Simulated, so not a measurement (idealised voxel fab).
Module name: voxel double patterning (process module)
Pictured: cross-section cut, 160 nm wide, on a grid of 5 nm square cells.
Bands, listed from the top down, are how a cross-section gets written in this document; the cross-section itself is a grid of square cells, and a band is one or more rows of them. Heights first: top, then bottom, in nm. Then materials, left to right, each with a width in nm. "throughout" on a single material: fills the band edge to edge. "empty": empty space. Height is counted from the level 0, under which the received wafer is composed throughout of one material. The lowest of the bands is not closed at the bottom but continues downward, in the notation "top 0, no bottom". Width spec "30..40" -> top row of cells at first value, bottom row at second value, equal per-row change in between. "same as before" -> step changed no cross-section cell. In "Closed voids list" the enclosed voids are listed, meaning empty spaces of 8 cells or larger without any opening to the top. The form is width x height at distance, distance from the left edge, units nm. after a step's settings: what the simulator itself notes on the step. overlay nm, on a step with a mask: how far to the right of its planned place the mask lay; to the left if negative.
### List of planned process steps
step 1: RECEIVE: material Si
step 2: CONFORMAL_DEP: material SiO2, thk nm 10
step 3: DIRECTIONAL_DEP: material W, thk nm 10
step 4: DIRECTIONAL_DEP: material SiN, thk nm 5
step 5: DIRECTIONAL_DEP: material aC, thk nm 15
step 6: PATTERN: tone open, mask id FIRST, material resist, width nm 15, pitch nm 50, thk nm 35, overlay nm 0
step 7: DIRECTIONAL_ETCH: etch materials aC, depth nm 15
step 8: STRIP: etch materials resist
step 9: DIRECTIONAL_ETCH: etch materials SiN, depth nm 5
step 10: STRIP: etch materials aC
step 11: DIRECTIONAL_DEP: material aC, thk nm 10
step 12: PATTERN: tone open, mask id SECOND, material resist, width nm 15, thk nm 30, overlay nm 0
step 13: DIRECTIONAL_ETCH: etch materials aC, depth nm 10
step 14: STRIP: etch materials resist
step 15: DIRECTIONAL_ETCH: etch materials SiN, depth nm 5
step 16: STRIP: etch materials aC
step 17: DIRECTIONAL_ETCH: etch materials W, depth nm 10
step 18: STRIP: etch materials SiN
### Incoming wafer, cross-sectional view, post step 1
* top 0, no bottom  Si throughout
* Closed voids list: none
### Cross-sectional image of the first of two wafers at the end of the module, the run having proceeded as planned
* top 20, bottom 10  W 45 / empty 15 / W 10 / empty 15 / W 10 / empty 15 / W 50
* top 10, bottom 0  SiO2 throughout
* top 0, no bottom  Si throughout
* Closed voids list: none
### This is the second of the two wafers, cross-sectioned at the end of the module; it started exactly like the first and was given the same plan, but it was run with one mistake
* top 20, bottom 10  W 45 / empty 15 / W 10 / empty 15 / W 10 / empty 15 / W 50
* top 10, bottom 0  aC throughout
* top 0, no bottom  Si throughout
* Closed voids list: none
Finding, execution versus plan: step 2 off recipe, ran as CONFORMAL_DEP: material aC, thk nm 10
The second wafer ends with more or fewer cells of some materials than the first, per final count: SiO2 -64, aC +64
